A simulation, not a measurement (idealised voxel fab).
process module | voxel gate over fins
cross-section cut | 265 nm wide | cells 5 nm
A cross-section is a grid of square cells, given in bands from the top down. A band is one or more rows of cells.
Each band's line starts with the height of the band's top and of its bottom, in nm. Then come its materials from left to right, each with its width in nm. One material with "throughout" fills the band from edge to edge. "air" is empty space.
Height 0 is the level under which the wafer as received is all one material. The lowest band goes on downwards, as in "0 down".
A width such as "30 to 40" changes by the same amount from each row of cells to the next, from the band's top row to its bottom row.
"no change" after a step means that no cell of the cross-section changed.
closed voids: empty space of 8 cells or more with no open way to the top, each as width x height at its distance from the left edge, in nm
after a step's settings: what the simulator itself notes on the step
overlay nm, on a step with a mask: how far to the right of its planned place the mask lay; to the left if negative
plan
1 op RECEIVE | material Si
2 op CONFORMAL_DEP | material SiN | thk nm 5
3 op MASKED_ETCH | tone cover | mask id FINS | width nm 15 | pitch nm 50 | etch materials SiN | depth nm 5 | overlay nm 0
4 op MASKED_ETCH | tone cover | mask id FINS | width nm 15 | pitch nm 50 | etch materials Si | depth nm 35 | overlay nm 0
5 op FILL_DEP | material SiO2 | thk nm 5
6 op CMP | height nm 5
7 op DIRECTIONAL_DEP | material aC | thk nm 15
8 op PATTERN | tone open | mask id RAIL | material resist | width nm 15 | thk nm 35 | overlay nm 0
9 op DIRECTIONAL_ETCH | etch materials aC | depth nm 15
10 op STRIP | etch materials resist
11 op DIRECTIONAL_ETCH | etch materials SiO2 | depth nm 35
12 op STRIP | etch materials aC
13 op CONFORMAL_DEP | material TiN | thk nm 5
14 op FILL_DEP | material W | thk nm 5
15 op CMP | height nm 5
16 op SELECTIVE_ETCH | etch materials W Ru TiN | depth nm 30
17 op FILL_DEP | material SiO2 | thk nm 5
18 op CMP | height nm 5
19 op SELECTIVE_ETCH | etch materials SiO2 | depth nm 20
20 op STRIP | etch materials SiN
21 op CONFORMAL_DEP | material HfO2 | thk nm 5
22 op CONFORMAL_DEP | material TiN | thk nm 5
23 op FILL_DEP | material W | thk nm 15
24 op CMP | height nm 20
25 op CONFORMAL_DEP | material SiN | thk nm 10
as received, after step 1
  0 down: Si throughout
  closed voids: none
a wafer at the end: this start, this plan, one mistake
  30 to 20: SiN throughout
  20 to 10: W throughout
  10 to 5: W 65 | TiN 35 | W 15 | TiN 35 | W 15 | TiN 35 | W 65
  5 to 0: W 65 | TiN 5 | HfO2 25 | TiN 5 | W 15 | TiN 5 | HfO2 25 | TiN 5 | W 15 | TiN 5 | HfO2 25 | TiN 5 | W 65
  0 to -5: W 65 | TiN 5 | HfO2 5 | Si 15 | HfO2 5 | TiN 5 | W 15 | TiN 5 | HfO2 5 | Si 15 | HfO2 5 | TiN 5 | W 15 | TiN 5 | HfO2 5 | Si 15 | HfO2 5 | TiN 5 | W 65
  -5 to -10: TiN 70 | HfO2 5 | Si 15 | HfO2 5 | TiN 25 | HfO2 5 | Si 15 | HfO2 5 | TiN 25 | HfO2 5 | Si 15 | HfO2 5 | TiN 70
  -10 to -15: HfO2 75 | Si 15 | HfO2 35 | Si 15 | HfO2 35 | Si 15 | HfO2 75
  -15 to -25: SiO2 75 | Si 15 | SiO2 35 | Si 15 | SiO2 35 | Si 15 | SiO2 75
  -25 to -30: SiO2 75 | Si 15 | TiN 15 | SiO2 20 | Si 15 | SiO2 35 | Si 15 | SiO2 75
  -30 to -35: SiO2 75 | Si 15 | SiO2 35 | Si 15 | SiO2 35 | Si 15 | SiO2 75
  -35 down: Si throughout
  closed voids: none
what went wrong: step 8 ran as: op PATTERN | tone open | mask id RAIL | material resist | width nm 15 | thk nm 35 | overlay nm -10
